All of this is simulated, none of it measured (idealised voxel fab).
The following process module bears the name voxel capacitor over wiring.
For reference, the cross-section in this document is cut, with width 220 nm and square cells of 5 nm.
Throughout this document, each cross-section is represented as a grid of square cells and is presented as a sequence of bands enumerated from the top downward, where a band comprises one or more rows of cells.
Heads up on the band format: heights come first, top then bottom, in nm. After that it's the materials left to right, each with its width in nm. A single material flagged "edge to edge" fills the whole band edge to edge, and "air" means there's empty space there.
Basically, 0 is our baseline, since under it the wafer straight out of the box is all one material. The bottom band has no lower end and keeps on going down, so it looks like "0 nm and below".
Width: "30 to 40" (first number = top row, second number = bottom row, same change from row to row of cells).
"nothing changed" for a step: no cell of the cross-section changed in that step.
Entry "Listed closed voids" = empty spaces >= 8 cells with no open way to the top; each as width x height at distance, distance from left edge, all nm.
Whatever follows a step's settings on its line is a remark the simulator itself makes about that step.
You can add "overlay nm" to a step's line. For a step with a mask, it describes how far the mask lay to the right of its planned position, and a negative number describes a lay to the left.
The following list gives the planned process steps
1: op RECEIVE | material Si
2: op CONFORMAL_DEP | material SiO2 | thk nm 10
3: op DIRECTIONAL_DEP | material TiN | thk nm 5
4: op DIRECTIONAL_DEP | material W | thk nm 20
5: op MASKED_ETCH | tone cover | mask id METAL_1 | width nm 30 | pitch nm 100 | etch materials W | depth nm 20 | overlay nm 0
6: op MASKED_ETCH | tone cover | mask id METAL_1 | width nm 30 | pitch nm 100 | etch materials TiN | depth nm 5 | overlay nm 0
7: op CONFORMAL_DEP | material SiN | thk nm 5
8: op FILL_DEP | material lowk | thk nm 10
9: op CMP | height nm 35
10: op CONFORMAL_DEP | material SiCN | thk nm 5
11: op DIRECTIONAL_DEP | material lowk | thk nm 15
12: op PATTERN | tone open | mask id PLUG_1 | material resist | width nm 15 | thk nm 15 | overlay nm 0
13: op DIRECTIONAL_ETCH | etch materials lowk | depth nm 15
14: op DIRECTIONAL_ETCH | etch materials SiCN | depth nm 5
15: op STRIP | etch materials resist
16: op EPI | material Ru | thk nm 10
17: op EPI | material Ru | thk nm 10
18: op DIRECTIONAL_DEP | material TiN | thk nm 10
19: op DIRECTIONAL_DEP | material Al2O3 | thk nm 5
20: op DIRECTIONAL_DEP | material TiN | thk nm 5
21: op MASKED_ETCH | tone cover | mask id UPPER_PLATE | width nm 75 | etch materials TiN | depth nm 5 | overlay nm 0
22: op MASKED_ETCH | tone cover | mask id UPPER_PLATE | width nm 75 | etch materials Al2O3 | depth nm 5 | overlay nm 0
23: op MASKED_ETCH | tone cover | mask id LOWER_PLATE | width nm 85 | etch materials TiN | depth nm 10 | overlay nm 0
24: op FILL_DEP | material SiO2 | thk nm 15
25: op CMP | height nm 85
26: op MASKED_ETCH | tone open | mask id PLUG_2 | width nm 15 | etch materials SiO2 | depth nm 10 | overlay nm 0
27: op CONFORMAL_DEP | material TiN | thk nm 5
28: op FILL_DEP | material W | thk nm 10
29: op CMP | height nm 85
30: op CONFORMAL_DEP | material SiN | thk nm 5
Cross-section of the wafer at receipt, which is the condition after step 1
    0 nm and below  Si edge to edge
    Listed closed voids: none
Final wafer profile in cross-section after the module, from the same start and plan as above, with one mistake made during processing
    90 nm to 85 nm  SiN edge to edge
    85 nm to 80 nm  70 SiO2; 5 TiN; 5 W; 5 TiN; 135 SiO2
    80 nm to 70 nm  70 to 75 SiO2; 15 to 60 TiN; 135 to 85 SiO2
    70 nm to 65 nm  75 SiO2; 60 Al2O3; 85 SiO2
    65 nm to 55 nm  55 SiO2; 5 TiN; 15 SiO2; 65 TiN; 80 SiO2
    55 nm to 50 nm  60 lowk; 15 TiN; 145 lowk
    50 nm to 45 nm  60 lowk; 15 Al2O3; 145 lowk
    45 nm to 40 nm  60 lowk; 15 TiN; 145 lowk
    40 nm to 35 nm  60 SiCN; 15 TiN; 145 SiCN
    35 nm to 20 nm  45 W; 5 SiN; 20 lowk; 5 SiN; 70 W; 5 SiN; 20 lowk; 5 SiN; 45 W
    20 nm to 15 nm  45 W; 30 SiN; 70 W; 30 SiN; 45 W
    15 nm to 10 nm  TiN edge to edge
    10 nm to 0 nm  SiO2 edge to edge
    0 nm and below  Si edge to edge
    Listed closed voids: none
Processing error: step 5 went in with a setting other than planned; the actual run was op MASKED_ETCH | tone open | mask id METAL_1 | width nm 30 | pitch nm 100 | etch materials W | depth nm 20 | overlay nm 0
